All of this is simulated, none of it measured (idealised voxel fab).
The document below concerns the process module designated voxel capacitor over wiring.
It is cross-section cut that appears here, measuring 155 nm in width, its square cells being 5 nm in size.
Reading order for cross-sections: top band down to bottom band. Underlying form: a grid of square cells. Band size: one or more rows of cells.
What a band's entry tells you: where the top is and where the bottom is, as heights in nm, and after that what lies inside, material by material from left to right, each with its width in nm. Empty space is written as the word "empty", and a single material marked with the word "edge to edge" occupies the band from edge to edge.
The level at which height equals 0 is the one under which the wafer, as it arrives, is entirely one material. No lower edge exists for the bottom band, which continues downward and is notated as in "0 down".
Width "30..40": first value at the band's top row of cells, second value at its bottom row, equal change from row to row.
You'll sometimes find "identical to before" written for a step, and that's the way of saying that nowhere in the cross-section did a cell change during that step.
In "Enclosed internal voids" the enclosed voids are listed, meaning empty spaces of 8 cells or larger without any opening to the top. The form is width x height at distance, distance from the left edge, units nm.
If you see something after the settings on a step's line, that's the simulator's own remark about that step.
You can add "overlay nm" to a step's line. For a step with a mask, it describes how far the mask lay to the right of its planned position, and a negative number describes a lay to the left.

-- Set out below are the planned steps of the process
| 1 | RECEIVE [material Si] |
| 2 | CONFORMAL_DEP [material SiO2] [thk nm 15] |
| 3 | CONFORMAL_DEP [material SiN] [thk nm 5] |
| 4 | DIRECTIONAL_DEP [material SiO2] [thk nm 15] |
| 5 | PATTERN [tone open] [mask id METAL_1] [material resist] [width nm 30] [pitch nm 85] [thk nm 20] [overlay nm 0] |
| 6 | DIRECTIONAL_ETCH [etch materials SiO2] [depth nm 15] |
| 7 | DIRECTIONAL_ETCH [etch materials SiN] [depth nm 5] |
| 8 | STRIP [etch materials resist] |
| 9 | CONFORMAL_DEP [material TiN] [thk nm 5] |
| 10 | FILL_DEP [material W] [thk nm 10] |
| 11 | CMP [height nm 35] |
| 12 | CONFORMAL_DEP [material SiCN] [thk nm 5] |
| 13 | DIRECTIONAL_DEP [material SiO2] [thk nm 10] |
| 14 | DIRECTIONAL_DEP [material aC] [thk nm 15] |
| 15 | PATTERN [tone open] [mask id PLUG_1] [material resist] [width nm 15] [thk nm 30] [overlay nm 0] |
| 16 | DIRECTIONAL_ETCH [etch materials aC] [depth nm 15] |
| 17 | STRIP [etch materials resist] |
| 18 | DIRECTIONAL_ETCH [etch materials SiO2] [depth nm 10] |
| 19 | DIRECTIONAL_ETCH [etch materials SiCN] [depth nm 5] |
| 20 | STRIP [etch materials aC] |
| 21 | EPI [material Ru] [thk nm 10] |
| 22 | EPI [material Ru] [thk nm 5] |
| 23 | DIRECTIONAL_DEP [material TiN] [thk nm 10] |
| 24 | DIRECTIONAL_DEP [material Al2O3] [thk nm 5] |
| 25 | DIRECTIONAL_DEP [material TiN] [thk nm 5] |
| 26 | MASKED_ETCH [tone cover] [mask id UPPER_PLATE] [width nm 60] [etch materials TiN] [depth nm 5] [overlay nm 0] |
| 27 | MASKED_ETCH [tone cover] [mask id UPPER_PLATE] [width nm 60] [etch materials Al2O3] [depth nm 5] [overlay nm 0] |
| 28 | PATTERN [tone cover] [mask id LOWER_PLATE] [material resist] [width nm 70] [thk nm 20] [overlay nm 0] |
| 29 | DIRECTIONAL_ETCH [etch materials TiN] [depth nm 10] |
| 30 | STRIP [etch materials resist] |
| 31 | FILL_DEP [material SiO2] [thk nm 20] |
| 32 | CMP [height nm 85] |
| 33 | PATTERN [tone open] [mask id PLUG_2] [material resist] [width nm 15] [thk nm 15] [overlay nm 0] |
| 34 | DIRECTIONAL_ETCH [etch materials SiO2] [depth nm 15] |
| 35 | STRIP [etch materials resist] |
| 36 | CONFORMAL_DEP [material TiN] [thk nm 5] |
| 37 | FILL_DEP [material Ru] [thk nm 5] |
| 38 | CMP [height nm 85] |
| 39 | CONFORMAL_DEP [material SiCN] [thk nm 5] |

-- Received-state cross-section, reflecting completion of step 1
0 down: Si edge to edge
Enclosed internal voids: none

-- End-of-module cross-section of the first of two wafers, processed as planned
90 to 85: SiCN edge to edge
85 to 75: SiO2=45; TiN=5; Ru=5; TiN=5; SiO2=95
75 to 65: SiO2=45..35; TiN=15..60; SiO2=95..60
65 to 60: SiO2=35; Al2O3=60; SiO2=60
60 to 50: SiO2=30; TiN=70; SiO2=55
50 to 40: SiO2=35; Ru=15; SiO2=105
40 to 35: SiCN=35; Ru=15; SiCN=105
35 to 20: SiO2=20; TiN=5; W=20; TiN=5; SiO2=55; TiN=5; W=20; TiN=5; SiO2=20
20 to 15: SiN=20; TiN=30; SiN=55; TiN=30; SiN=20
15 to 0: SiO2 edge to edge
0 down: Si edge to edge
Enclosed internal voids: none

-- Module end: cross-section of wafer two of two. Same start and process plan as the first wafer. One mistake during execution
90 to 85: SiCN edge to edge
85 to 75: SiO2=45; TiN=5; Ru=5; TiN=5; SiO2=95
75 to 70: SiO2=45; TiN=15; SiO2=95
70 to 65: SiO2 edge to edge
65 to 60: SiO2=35; TiN=60; SiO2=60
60 to 50: SiO2=30; TiN=70; SiO2=55
50 to 40: SiO2=35; Ru=15; SiO2=105
40 to 35: SiCN=35; Ru=15; SiCN=105
35 to 20: SiO2=20; TiN=5; W=20; TiN=5; SiO2=55; TiN=5; W=20; TiN=5; SiO2=20
20 to 15: SiN=20; TiN=30; SiN=55; TiN=30; SiN=20
15 to 0: SiO2 edge to edge
0 down: Si edge to edge
Enclosed internal voids: none
Short version of what went wrong: skipped: plan step 24 (never run)
at the end the second wafer has, in cells: Al2O3: 12 fewer; SiO2: 12 more
